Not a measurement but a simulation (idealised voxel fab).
voxel quadruple lines: a process module
Each square cell in cross-section cut measures 5 nm, and the section as a whole is 170 nm wide.
A cross-section is a grid of square cells, given in bands from the top down. A band is one or more rows of cells. The band entry comprises the height of the band's top followed by the height of its bottom, expressed in nm, and subsequently the band's materials from left to right, each stated together with its width in nm. Where a single material is marked with the word "full width", that material fills the band from edge to edge. The word "blank" represents empty space. Convention: height 0 is the level below which the wafer, as received, is all one material. The lowest band does not terminate at the bottom but continues downward, represented as "from 0 down". The notation "30->40" denotes a width that varies across the rows of cells in the band, beginning at the first number in the top row, finishing at the second number in the bottom row, and changing by an identical amount from each row to the next. A step reported as "nothing changed" is a step in which no cell of the cross-section changed. This entry, "Closed void entries", enumerates those empty regions of no fewer than 8 cells that possess no open connection to the top. Each region is reported in the form width x height at distance, the distance being taken from the left edge, with all three quantities expressed in nm. Heads up: the bit after the settings on a step's line is the simulator's remark on that step. A step's line can hold "overlay nm"; with a mask on that step, the setting says how far right of the planned place the mask lay, while a negative setting says it lay to the left.

### Planned process steps
step 1: RECEIVE (material Si)
step 2: CONFORMAL_DEP (material SiO2; thk nm 10)
step 3: DIRECTIONAL_DEP (material TiN; thk nm 15)
step 4: DIRECTIONAL_DEP (material polySi; thk nm 20)
step 5: DIRECTIONAL_DEP (material aC; thk nm 25)
step 6: PATTERN (tone cover; mask id MANDREL; material resist; width nm 35; thk nm 35; overlay nm 0)
step 7: DIRECTIONAL_ETCH (etch materials aC; depth nm 25)
step 8: STRIP (etch materials resist)
step 9: CONFORMAL_DEP (material SiO2; thk nm 15)
step 10: DIRECTIONAL_ETCH (etch materials SiO2; depth nm 15)
step 11: STRIP (etch materials aC)
step 12: DIRECTIONAL_ETCH (etch materials polySi; depth nm 20)
step 13: STRIP (etch materials SiO2)
step 14: CONFORMAL_DEP (material SiCN; thk nm 10)
step 15: DIRECTIONAL_ETCH (etch materials SiCN; depth nm 10)
step 16: STRIP (etch materials polySi)
step 17: DIRECTIONAL_ETCH (etch materials TiN; depth nm 15)
step 18: STRIP (etch materials SiCN)
step 19: FILL_DEP (material SiO2; thk nm 10)
step 20: CMP (height nm 25)

### First wafer, two in total, run as planned

### Cross-section of the wafer upon arrival, representing the state reached after step 1
from 0 down | Si full width
Closed void entries: none

### Cross-sectional representation of the wafer at the conclusion of step 2
from 10 to 0 | SiO2 full width
All layers under 0 are left as they were.

### Cross-sectional representation of the wafer at the conclusion of step 3
from 25 to 10 | TiN full width
All layers under 10 are left as they were.

### Cross-sectional representation of the wafer at the conclusion of step 4
from 45 to 25 | polySi full width
All layers under 25 are left as they were.

### Cross-sectional representation of the wafer at the conclusion of step 5
from 70 to 45 | aC full width
All layers under 45 are left as they were.

### Cross-sectional representation of the wafer at the conclusion of step 6
from 105 to 70 | blank (65) | resist (35) | blank (70)
All layers under 70 are left as they were.

### Cross-sectional representation of the wafer at the conclusion of step 7
from 80 to 70 | blank (65) | resist (35) | blank (70)
from 70 to 45 | blank (65) | aC (35) | blank (70)
All layers under 45 are left as they were.

### Cross-sectional representation of the wafer at the conclusion of step 8
from 70 to 45 | blank (65) | aC (35) | blank (70)
All layers under 45 are left as they were.

### Cross-sectional representation of the wafer at the conclusion of step 9
from 85 to 70 | blank (50) | SiO2 (65) | blank (55)
from 70 to 60 | blank (50) | SiO2 (15) | aC (35) | SiO2 (15) | blank (55)
from 60 to 45 | SiO2 (65) | aC (35) | SiO2 (70)
All layers under 45 are left as they were.

### Cross-sectional representation of the wafer at the conclusion of step 10
from 70 to 45 | blank (50) | SiO2 (15) | aC (35) | SiO2 (15) | blank (55)
All layers under 45 are left as they were.

### Cross-sectional representation of the wafer at the conclusion of step 11
from 70 to 45 | blank (50) | SiO2 (15) | blank (35) | SiO2 (15) | blank (55)
All layers under 45 are left as they were.

### Cross-sectional representation of the wafer at the conclusion of step 12
from 70 to 45 | blank (50) | SiO2 (15) | blank (35) | SiO2 (15) | blank (55)
from 45 to 25 | blank (50) | polySi (15) | blank (35) | polySi (15) | blank (55)
All layers under 25 are left as they were.

### Cross-sectional representation of the wafer at the conclusion of step 13
from 45 to 25 | blank (50) | polySi (15) | blank (35) | polySi (15) | blank (55)
All layers under 25 are left as they were.

### Cross-sectional representation of the wafer at the conclusion of step 14
from 55 to 45 | blank (40) | SiCN (35) | blank (15) | SiCN (35) | blank (45)
from 45 to 35 | blank (40) | SiCN (10) | polySi (15) | SiCN (10) | blank (15) | SiCN (10) | polySi (15) | SiCN (10) | blank (45)
from 35 to 25 | SiCN (50) | polySi (15) | SiCN (35) | polySi (15) | SiCN (55)
All layers under 25 are left as they were.

### Cross-sectional representation of the wafer at the conclusion of step 15
from 45 to 25 | blank (40) | SiCN (10) | polySi (15) | SiCN (10) | blank (15) | SiCN (10) | polySi (15) | SiCN (10) | blank (45)
All layers under 25 are left as they were.

### Cross-sectional representation of the wafer at the conclusion of step 16
from 45 to 25 | blank (40) | SiCN (10) | blank (15) | SiCN (10) | blank (15) | SiCN (10) | blank (15) | SiCN (10) | blank (45)
All layers under 25 are left as they were.

### Cross-sectional representation of the wafer at the conclusion of step 17
from 45 to 25 | blank (40) | SiCN (10) | blank (15) | SiCN (10) | blank (15) | SiCN (10) | blank (15) | SiCN (10) | blank (45)
from 25 to 10 | blank (40) | TiN (10) | blank (15) | TiN (10) | blank (15) | TiN (10) | blank (15) | TiN (10) | blank (45)
All layers under 10 are left as they were.

### Cross-sectional representation of the wafer at the conclusion of step 18
from 25 to 10 | blank (40) | TiN (10) | blank (15) | TiN (10) | blank (15) | TiN (10) | blank (15) | TiN (10) | blank (45)
All layers under 10 are left as they were.

### Cross-sectional representation of the wafer at the conclusion of step 19
from 35 to 25 | SiO2 full width
from 25 to 10 | SiO2 (40) | TiN (10) | SiO2 (15) | TiN (10) | SiO2 (15) | TiN (10) | SiO2 (15) | TiN (10) | SiO2 (45)
All layers under 10 are left as they were.

### Cross-sectional representation of the wafer at the conclusion of step 20
from 25 to 10 | SiO2 (40) | TiN (10) | SiO2 (15) | TiN (10) | SiO2 (15) | TiN (10) | SiO2 (15) | TiN (10) | SiO2 (45)
All layers under 10 are left as they were.

### Now the other wafer: same start, same recipe, but we messed up one thing when running it. Up to and including step 18 it's the same as the first one

### Cross-section, second wafer, at the end time the plan gives for step 19
from 35 to 25 | polySi full width
from 25 to 10 | polySi (40) | TiN (10) | polySi (15) | TiN (10) | polySi (15) | TiN (10) | polySi (15) | TiN (10) | polySi (45)
All layers under 10 are left as they were.

### Cross-section, second wafer, at the end time the plan gives for step 20
from 25 to 10 | polySi (40) | TiN (10) | polySi (15) | TiN (10) | polySi (15) | TiN (10) | polySi (15) | TiN (10) | polySi (45)
All layers under 10 are left as they were.
What was done differently from what was planned? not per plan at step 19, really ran FILL_DEP (material polySi; thk nm 10)
Upon completion, the second wafer contains, in terms of cells, a greater or smaller amount of certain materials than the first wafer: SiO2 -78, polySi +78
